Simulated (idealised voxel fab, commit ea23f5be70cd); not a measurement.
process module | voxel transistor to metal
cross-section cut | 295 nm wide | cells 5 nm
A cross-section is a grid of square cells, given in bands from the top down. A band is one or more rows of cells.
Each band's line starts with the height of the band's top and of its bottom, in nm. Then come its materials from left to right, each with its width in nm. One material with "throughout" fills the band from edge to edge. "air" is empty space.
Height 0 is the level under which the wafer as received is all one material. The lowest band goes on downwards, as in "0 down".
A width such as "30 to 40" changes by the same amount from each row of cells to the next, from the band's top row to its bottom row.
"no change" after a step means that no cell of the cross-section changed.
closed voids: empty space of 8 cells or more with no open way to the top, each as width x height at its distance from the left edge, in nm
after a step's settings: what the simulator itself notes on the step
overlay nm, on a step with a mask: how far to the right of its planned place the mask lay; to the left if negative
plan
1 op RECEIVE | material Si
2 op OXIDIZE | depth nm 5
3 op CONFORMAL_DEP | material SiN | thk nm 10
4 op MASKED_ETCH | tone cover | mask id ACTIVE | width nm 105 | pitch nm 125 | etch materials SiN | depth nm 10 | overlay nm 0
5 op MASKED_ETCH | tone cover | mask id ACTIVE | width nm 105 | pitch nm 125 | etch materials SiO2 | depth nm 5 | overlay nm 0
6 op MASKED_ETCH | tone cover | mask id ACTIVE | width nm 105 | pitch nm 125 | etch materials Si | depth nm 35 | overlay nm 0
7 op OXIDIZE | depth nm 5
8 op FILL_DEP | material SiO2 | thk nm 10
9 op CMP | height nm 10
10 op SELECTIVE_ETCH | etch materials SiO2 | depth nm 5
11 op STRIP | etch materials SiN
12 op SELECTIVE_ETCH | etch materials SiO2 | depth nm 5
13 op OXIDIZE | depth nm 5
14 op DIRECTIONAL_DEP | material polySi | thk nm 25
15 op DIRECTIONAL_DEP | material SiCN | thk nm 10
16 op DIRECTIONAL_DEP | material aC | thk nm 10
17 op PATTERN | tone cover | mask id GATE | material resist | width nm 35 | pitch nm 125 | thk nm 25 | overlay nm 0
18 op DIRECTIONAL_ETCH | etch materials aC | depth nm 10
19 op STRIP | etch materials resist
20 op DIRECTIONAL_ETCH | etch materials SiCN | depth nm 20
21 op DIRECTIONAL_ETCH | etch materials polySi | depth nm 35
22 op STRIP | etch materials aC
23 op CONFORMAL_DEP | material SiN | thk nm 10
24 op DIRECTIONAL_ETCH | etch materials SiN | depth nm 10
25 op DIRECTIONAL_ETCH | etch materials SiO2 | depth nm 5
26 op DIRECTIONAL_ETCH | etch materials Si | depth nm 10
27 op EPI | material nSi | thk nm 15
28 op FILL_DEP | material SiO2 | thk nm 5
29 op CMP | height nm 20
30 op STRIP | etch materials polySi
31 op SELECTIVE_ETCH | etch materials SiO2 | depth nm 5
32 op CONFORMAL_DEP | material HfO2 | thk nm 5
33 op CONFORMAL_DEP | material TiN | thk nm 5
34 op FILL_DEP | material W | thk nm 5
35 op CMP | height nm 15
36 op DIRECTIONAL_DEP | material SiO2 | thk nm 10
37 op DIRECTIONAL_DEP | material aC | thk nm 15
38 op PATTERN | tone open | mask id CONTACT | material resist | width nm 15 | thk nm 35 | overlay nm 0
39 op DIRECTIONAL_ETCH | etch materials aC | depth nm 15
40 op STRIP | etch materials resist
41 op DIRECTIONAL_ETCH | etch materials SiO2 | depth nm 30
42 op STRIP | etch materials aC
43 op CONFORMAL_DEP | material TiN | thk nm 5
44 op FILL_DEP | material W | thk nm 10
45 op CMP | height nm 25
46 op DIRECTIONAL_DEP | material TiN | thk nm 5
47 op DIRECTIONAL_DEP | material W | thk nm 20
48 op DIRECTIONAL_DEP | material aC | thk nm 10
49 op PATTERN | tone cover | mask id METAL_1 | material resist | width nm 15 | thk nm 25 | overlay nm 0
50 op DIRECTIONAL_ETCH | etch materials aC | depth nm 10
51 op STRIP | etch materials resist
52 op DIRECTIONAL_ETCH | etch materials W | depth nm 20
53 op DIRECTIONAL_ETCH | etch materials TiN | depth nm 5
54 op STRIP | etch materials aC
55 op FILL_DEP | material SiO2 | thk nm 5
56 op CMP | height nm 50
57 op CONFORMAL_DEP | material SiCN | thk nm 5
58 op DIRECTIONAL_DEP | material SiO2 | thk nm 30
59 op DIRECTIONAL_DEP | material aC | thk nm 10
60 op PATTERN | tone open | mask id METAL_2 | material resist | width nm 15 | pitch nm 125 | thk nm 30 | overlay nm 0
61 op DIRECTIONAL_ETCH | etch materials aC | depth nm 10
62 op STRIP | etch materials resist
63 op DIRECTIONAL_ETCH | etch materials SiO2 | depth nm 20
64 op STRIP | etch materials aC
65 op DIRECTIONAL_DEP | material aC | thk nm 15
66 op PATTERN | tone open | mask id METAL_2_HOLES | material resist | width nm 15 | pitch nm 125 | thk nm 30 | overlay nm 0
67 op DIRECTIONAL_ETCH | etch materials aC | depth nm 15
68 op STRIP | etch materials resist
69 op DIRECTIONAL_ETCH | etch materials SiO2 | depth nm 10
70 op DIRECTIONAL_ETCH | etch materials SiCN | depth nm 5
71 op STRIP | etch materials aC
72 op CONFORMAL_DEP | material TiN | thk nm 5
73 op FILL_DEP | material Ru | thk nm 10
74 op CMP | height nm 85
75 op CONFORMAL_DEP | material SiN | thk nm 5
as received, after step 1
  0 down: Si throughout
  closed voids: none
first wafer at the end, as planned
  90 to 85: SiN throughout
  85 to 55: SiO2 35 | TiN 5 | Ru 5 | TiN 5 | SiO2 110 | TiN 5 | Ru 5 | TiN 5 | SiO2 120
  55 to 50: SiCN 35 | TiN 15 | SiCN 110 | TiN 15 | SiCN 120
  50 to 30: SiO2 35 | W 15 | SiO2 65 | W 15 | SiO2 30 | W 15 | SiO2 65 | W 15 | SiO2 40
  30 to 25: SiO2 35 | TiN 15 | SiO2 65 | TiN 15 | SiO2 30 | TiN 15 | SiO2 65 | TiN 15 | SiO2 40
  25 to 15: SiO2 35 | TiN 5 | W 5 | TiN 5 | SiO2 65 | TiN 5 | W 5 | TiN 5 | SiO2 30 | TiN 5 | W 5 | TiN 5 | SiO2 65 | TiN 5 | W 5 | TiN 5 | SiO2 40
  15 to 10: SiO2 35 | TiN 5 | W 5 | TiN 5 | SiO2 5 | SiN 10 | HfO2 5 | TiN 5 | W 15 | TiN 5 | HfO2 5 | SiN 10 | SiO2 5 | TiN 5 | W 5 | TiN 5 | SiO2 30 | TiN 5 | W 5 | TiN 5 | SiO2 5 | SiN 10 | HfO2 5 | TiN 5 | W 15 | TiN 5 | HfO2 5 | SiN 10 | SiO2 5 | TiN 5 | W 5 | TiN 5 | SiO2 40
  10 to 5: SiO2 35 | TiN 15 | SiO2 5 | SiN 10 | HfO2 5 | TiN 5 | W 15 | TiN 5 | HfO2 5 | SiN 10 | SiO2 5 | TiN 15 | SiO2 30 | TiN 15 | SiO2 5 | SiN 10 | HfO2 5 | TiN 5 | W 15 | TiN 5 | HfO2 5 | SiN 10 | SiO2 5 | TiN 15 | SiO2 40
  5 to 0: SiO2 35 | TiN 5 | nSi 15 | SiN 10 | HfO2 5 | TiN 5 | W 15 | TiN 5 | HfO2 5 | SiN 10 | nSi 15 | TiN 5 | SiO2 30 | TiN 5 | nSi 15 | SiN 10 | HfO2 5 | TiN 5 | W 15 | TiN 5 | HfO2 5 | SiN 10 | nSi 15 | TiN 5 | SiO2 40
  0 to -5: SiO2 25 | SiN 10 | TiN 5 | nSi 15 | SiN 10 | HfO2 5 | TiN 25 | HfO2 5 | SiN 10 | nSi 15 | TiN 5 | SiN 10 | SiO2 10 | SiN 10 | TiN 5 | nSi 15 | SiN 10 | HfO2 5 | TiN 25 | HfO2 5 | SiN 10 | nSi 15 | TiN 5 | SiN 10 | SiO2 30
  -5 to -10: SiO2 35 | nSi 20 | SiO2 5 | HfO2 45 | SiO2 5 | nSi 20 | SiO2 30 | nSi 20 | SiO2 5 | HfO2 45 | SiO2 5 | nSi 20 | SiO2 40
  -10 to -20: SiO2 35 | nSi 20 | Si 55 | nSi 20 | SiO2 30 | nSi 20 | Si 55 | nSi 20 | SiO2 40
  -20 to -45: SiO2 35 | Si 95 | SiO2 30 | Si 95 | SiO2 40
  -45 down: Si throughout
  closed voids: none
second wafer at the end: like start, like plan, one mistake
  105 to 100: SiN throughout
  100 to 90: Ru throughout
  90 to 85: TiN 40 | Ru 5 | TiN 120 | Ru 5 | TiN 125
  85 to 55: SiO2 35 | TiN 5 | Ru 5 | TiN 5 | SiO2 110 | TiN 5 | Ru 5 | TiN 5 | SiO2 120
  55 to 50: SiCN 35 | TiN 15 | SiCN 110 | TiN 15 | SiCN 120
  50 to 30: SiO2 35 | W 15 | SiO2 65 | W 15 | SiO2 30 | W 15 | SiO2 65 | W 15 | SiO2 40
  30 to 25: SiO2 35 | TiN 15 | SiO2 65 | TiN 15 | SiO2 30 | TiN 15 | SiO2 65 | TiN 15 | SiO2 40
  25 to 15: SiO2 35 | TiN 5 | W 5 | TiN 5 | SiO2 65 | TiN 5 | W 5 | TiN 5 | SiO2 30 | TiN 5 | W 5 | TiN 5 | SiO2 65 | TiN 5 | W 5 | TiN 5 | SiO2 40
  15 to 10: SiO2 35 | TiN 5 | W 5 | TiN 5 | SiO2 5 | SiN 10 | HfO2 5 | TiN 5 | W 15 | TiN 5 | HfO2 5 | SiN 10 | SiO2 5 | TiN 5 | W 5 | TiN 5 | SiO2 30 | TiN 5 | W 5 | TiN 5 | SiO2 5 | SiN 10 | HfO2 5 | TiN 5 | W 15 | TiN 5 | HfO2 5 | SiN 10 | SiO2 5 | TiN 5 | W 5 | TiN 5 | SiO2 40
  10 to 5: SiO2 35 | TiN 15 | SiO2 5 | SiN 10 | HfO2 5 | TiN 5 | W 15 | TiN 5 | HfO2 5 | SiN 10 | SiO2 5 | TiN 15 | SiO2 30 | TiN 15 | SiO2 5 | SiN 10 | HfO2 5 | TiN 5 | W 15 | TiN 5 | HfO2 5 | SiN 10 | SiO2 5 | TiN 15 | SiO2 40
  5 to 0: SiO2 35 | TiN 5 | nSi 15 | SiN 10 | HfO2 5 | TiN 5 | W 15 | TiN 5 | HfO2 5 | SiN 10 | nSi 15 | TiN 5 | SiO2 30 | TiN 5 | nSi 15 | SiN 10 | HfO2 5 | TiN 5 | W 15 | TiN 5 | HfO2 5 | SiN 10 | nSi 15 | TiN 5 | SiO2 40
  0 to -5: SiO2 25 | SiN 10 | TiN 5 | nSi 15 | SiN 10 | HfO2 5 | TiN 25 | HfO2 5 | SiN 10 | nSi 15 | TiN 5 | SiN 10 | SiO2 10 | SiN 10 | TiN 5 | nSi 15 | SiN 10 | HfO2 5 | TiN 25 | HfO2 5 | SiN 10 | nSi 15 | TiN 5 | SiN 10 | SiO2 30
  -5 to -10: SiO2 35 | nSi 20 | SiO2 5 | HfO2 45 | SiO2 5 | nSi 20 | SiO2 30 | nSi 20 | SiO2 5 | HfO2 45 | SiO2 5 | nSi 20 | SiO2 40
  -10 to -20: SiO2 35 | nSi 20 | Si 55 | nSi 20 | SiO2 30 | nSi 20 | Si 55 | nSi 20 | SiO2 40
  -20 to -45: SiO2 35 | Si 95 | SiO2 30 | Si 95 | SiO2 40
  -45 down: Si throughout
  closed voids: none
what went wrong: step 74 was left out
at the end the second wafer has, in cells: 120 more of Ru | 57 more of TiN
